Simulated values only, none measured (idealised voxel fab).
process module | voxel spacer lines
cross-section cut | 190 nm wide | cells 5 nm
A cross-section is a grid of square cells, given in bands from the top down. A band is one or more rows of cells.
Each band's line starts with the height of the band's top and of its bottom, in nm. Then come its materials from left to right, each with its width in nm. One material with "throughout" fills the band from edge to edge. "air" is empty space.
Height 0 is the level under which the wafer as received is all one material. The lowest band goes on downwards, as in "0 down".
A width such as "30 to 40" changes by the same amount from each row of cells to the next, from the band's top row to its bottom row.
"no change" after a step means that no cell of the cross-section changed.
closed voids: empty space of 8 cells or more with no open way to the top, each as width x height at its distance from the left edge, in nm
after a step's settings: what the simulator itself notes on the step
overlay nm, on a step with a mask: how far to the right of its planned place the mask lay; to the left if negative
plan
1 op RECEIVE | material Si
2 op CONFORMAL_DEP | material Al2O3 | thk nm 10
3 op DIRECTIONAL_DEP | material TiN | thk nm 10
4 op DIRECTIONAL_DEP | material aC | thk nm 30
5 op PATTERN | tone cover | mask id MANDREL | material resist | width nm 15 | pitch nm 50 | thk nm 40 | overlay nm 0
6 op DIRECTIONAL_ETCH | etch materials aC | depth nm 30
7 op STRIP | etch materials resist
8 op CONFORMAL_DEP | material SiN | thk nm 10
9 op DIRECTIONAL_ETCH | etch materials SiN | depth nm 10
10 op STRIP | etch materials aC
11 op DIRECTIONAL_ETCH | etch materials TiN | depth nm 10
12 op STRIP | etch materials SiN
first wafer, as planned
as received, after step 1
  0 down: Si throughout
  closed voids: none
after step 2
  10 to 0: Al2O3 throughout
  below 0: unchanged
after step 3
  20 to 10: TiN throughout
  below 10: unchanged
after step 4
  50 to 20: aC throughout
  below 20: unchanged
after step 5
  90 to 50: air 60 | resist 15 | air 35 | resist 15 | air 65
  below 50: unchanged
after step 6
  60 to 50: air 60 | resist 15 | air 35 | resist 15 | air 65
  50 to 20: air 60 | aC 15 | air 35 | aC 15 | air 65
  below 20: unchanged
after step 7
  50 to 20: air 60 | aC 15 | air 35 | aC 15 | air 65
  below 20: unchanged
after step 8
  60 to 50: air 50 | SiN 35 | air 15 | SiN 35 | air 55
  50 to 30: air 50 | SiN 10 | aC 15 | SiN 10 | air 15 | SiN 10 | aC 15 | SiN 10 | air 55
  30 to 20: SiN 60 | aC 15 | SiN 35 | aC 15 | SiN 65
  below 20: unchanged
after step 9
  50 to 20: air 50 | SiN 10 | aC 15 | SiN 10 | air 15 | SiN 10 | aC 15 | SiN 10 | air 55
  below 20: unchanged
after step 10
  50 to 20: air 50 | SiN 10 | air 15 | SiN 10 | air 15 | SiN 10 | air 15 | SiN 10 | air 55
  below 20: unchanged
after step 11
  50 to 20: air 50 | SiN 10 | air 15 | SiN 10 | air 15 | SiN 10 | air 15 | SiN 10 | air 55
  20 to 10: air 50 | TiN 10 | air 15 | TiN 10 | air 15 | TiN 10 | air 15 | TiN 10 | air 55
  below 10: unchanged
after step 12
  20 to 10: air 50 | TiN 10 | air 15 | TiN 10 | air 15 | TiN 10 | air 15 | TiN 10 | air 55
  below 10: unchanged
second wafer: like start, like plan, one mistake. Through step 4 it matches the first wafer
when step 5 should have ended
  90 to 50: air 65 | resist 15 | air 35 | resist 15 | air 60
  below 50: unchanged
when step 6 should have ended
  60 to 50: air 65 | resist 15 | air 35 | resist 15 | air 60
  50 to 20: air 65 | aC 15 | air 35 | aC 15 | air 60
  below 20: unchanged
when step 7 should have ended
  50 to 20: air 65 | aC 15 | air 35 | aC 15 | air 60
  below 20: unchanged
when step 8 should have ended
  60 to 50: air 55 | SiN 35 | air 15 | SiN 35 | air 50
  50 to 30: air 55 | SiN 10 | aC 15 | SiN 10 | air 15 | SiN 10 | aC 15 | SiN 10 | air 50
  30 to 20: SiN 65 | aC 15 | SiN 35 | aC 15 | SiN 60
  below 20: unchanged
when step 9 should have ended
  50 to 20: air 55 | SiN 10 | aC 15 | SiN 10 | air 15 | SiN 10 | aC 15 | SiN 10 | air 50
  below 20: unchanged
when step 10 should have ended
  50 to 20: air 55 | SiN 10 | air 15 | SiN 10 | air 15 | SiN 10 | air 15 | SiN 10 | air 50
  below 20: unchanged
when step 11 should have ended
  50 to 20: air 55 | SiN 10 | air 15 | SiN 10 | air 15 | SiN 10 | air 15 | SiN 10 | air 50
  20 to 10: air 55 | TiN 10 | air 15 | TiN 10 | air 15 | TiN 10 | air 15 | TiN 10 | air 50
  below 10: unchanged
when step 12 should have ended
  20 to 10: air 55 | TiN 10 | air 15 | TiN 10 | air 15 | TiN 10 | air 15 | TiN 10 | air 50
  below 10: unchanged
what went wrong: step 5 ran as: op PATTERN | tone cover | mask id MANDREL | material resist | width nm 15 | pitch nm 50 | thk nm 40 | overlay nm 5
at the end the second wafer has, in cells: as many of each material as the first, in other places
